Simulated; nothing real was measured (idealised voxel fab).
process module | voxel self aligned vias
cross-section cut | 155 nm wide | cells 5 nm
A cross-section is a grid of square cells, given in bands from the top down. A band is one or more rows of cells.
Each band's line starts with the height of the band's top and of its bottom, in nm. Then come its materials from left to right, each with its width in nm. One material with "throughout" fills the band from edge to edge. "air" is empty space.
Height 0 is the level under which the wafer as received is all one material. The lowest band goes on downwards, as in "0 down".
A width such as "30 to 40" changes by the same amount from each row of cells to the next, from the band's top row to its bottom row.
"no change" after a step means that no cell of the cross-section changed.
closed voids: empty space of 8 cells or more with no open way to the top, each as width x height at its distance from the left edge, in nm
after a step's settings: what the simulator itself notes on the step
overlay nm, on a step with a mask: how far to the right of its planned place the mask lay; to the left if negative
plan
1 op RECEIVE | material Si
2 op CONFORMAL_DEP | material SiO2 | thk nm 10
3 op CONFORMAL_DEP | material SiCN | thk nm 5
4 op DIRECTIONAL_DEP | material SiO2 | thk nm 20
5 op DIRECTIONAL_DEP | material aC | thk nm 15
6 op PATTERN | tone open | mask id LINES | material resist | width nm 25 | pitch nm 60 | thk nm 35 | overlay nm 0
7 op DIRECTIONAL_ETCH | etch materials aC | depth nm 15
8 op STRIP | etch materials resist
9 op DIRECTIONAL_ETCH | etch materials SiO2 | depth nm 20
10 op STRIP | etch materials aC
11 op CONFORMAL_DEP | material TiN | thk nm 5
12 op FILL_DEP | material W | thk nm 10
13 op CMP | height nm 35
14 op SELECTIVE_ETCH | etch materials W Ru TiN | depth nm 10
15 op FILL_DEP | material SiN | thk nm 10
16 op CMP | height nm 35
17 op DIRECTIONAL_DEP | material SiO2 | thk nm 15
18 op PATTERN | tone open | mask id VIAS | material resist | width nm 35 | pitch nm 60 | thk nm 15 | overlay nm 0
19 op DIRECTIONAL_ETCH | etch materials SiO2 | depth nm 15
20 op DIRECTIONAL_ETCH | etch materials SiN | depth nm 10
21 op STRIP | etch materials resist
22 op CONFORMAL_DEP | material TiN | thk nm 5
23 op FILL_DEP | material W | thk nm 5
24 op CMP | height nm 50
25 op CONFORMAL_DEP | material SiCN | thk nm 5
as received, after step 1
  0 down: Si throughout
  closed voids: none
first wafer at the end, as planned
  55 to 50: SiCN throughout
  50 to 40: SiO2 30 | TiN 5 | W 25 | TiN 5 | SiO2 25 | TiN 5 | W 25 | TiN 5 | SiO2 30
  40 to 30: SiO2 30 to 35 | TiN 10 to 5 | W 15 | TiN 10 to 5 | SiO2 25 to 35 | TiN 10 to 5 | W 15 | TiN 10 to 5 | SiO2 30 to 35
  30 to 25: SiO2 35 | TiN 25 | SiO2 35 | TiN 25 | SiO2 35
  25 to 20: SiO2 35 | TiN 5 | W 15 | TiN 5 | SiO2 35 | TiN 5 | W 15 | TiN 5 | SiO2 35
  20 to 15: SiO2 35 | TiN 25 | SiO2 35 | TiN 25 | SiO2 35
  15 to 10: SiCN throughout
  10 to 0: SiO2 throughout
  0 down: Si throughout
  closed voids: none
second wafer at the end: like start, like plan, one mistake
  55 to 50: SiCN throughout
  50 to 35: SiO2 30 | TiN 5 | W 25 | TiN 5 | SiO2 25 | TiN 5 | W 25 | TiN 5 | SiO2 30
  35 to 30: SiN 30 | TiN 10 | W 15 | TiN 10 | SiN 25 | TiN 10 | W 15 | TiN 10 | SiN 30
  30 to 25: SiO2 35 | TiN 25 | SiO2 35 | TiN 25 | SiO2 35
  25 to 15: SiO2 35 | TiN 5 | W 15 | TiN 5 | SiO2 35 | TiN 5 | W 15 | TiN 5 | SiO2 35
  15 to 10: SiO2 35 | TiN 25 | SiO2 35 | TiN 25 | SiO2 35
  10 to 0: SiO2 throughout
  0 down: Si throughout
  closed voids: none
what went wrong: step 3 was left out
at the end the second wafer has, in cells: 31 fewer of SiCN | 17 more of SiN | 4 more of TiN | 10 more of W
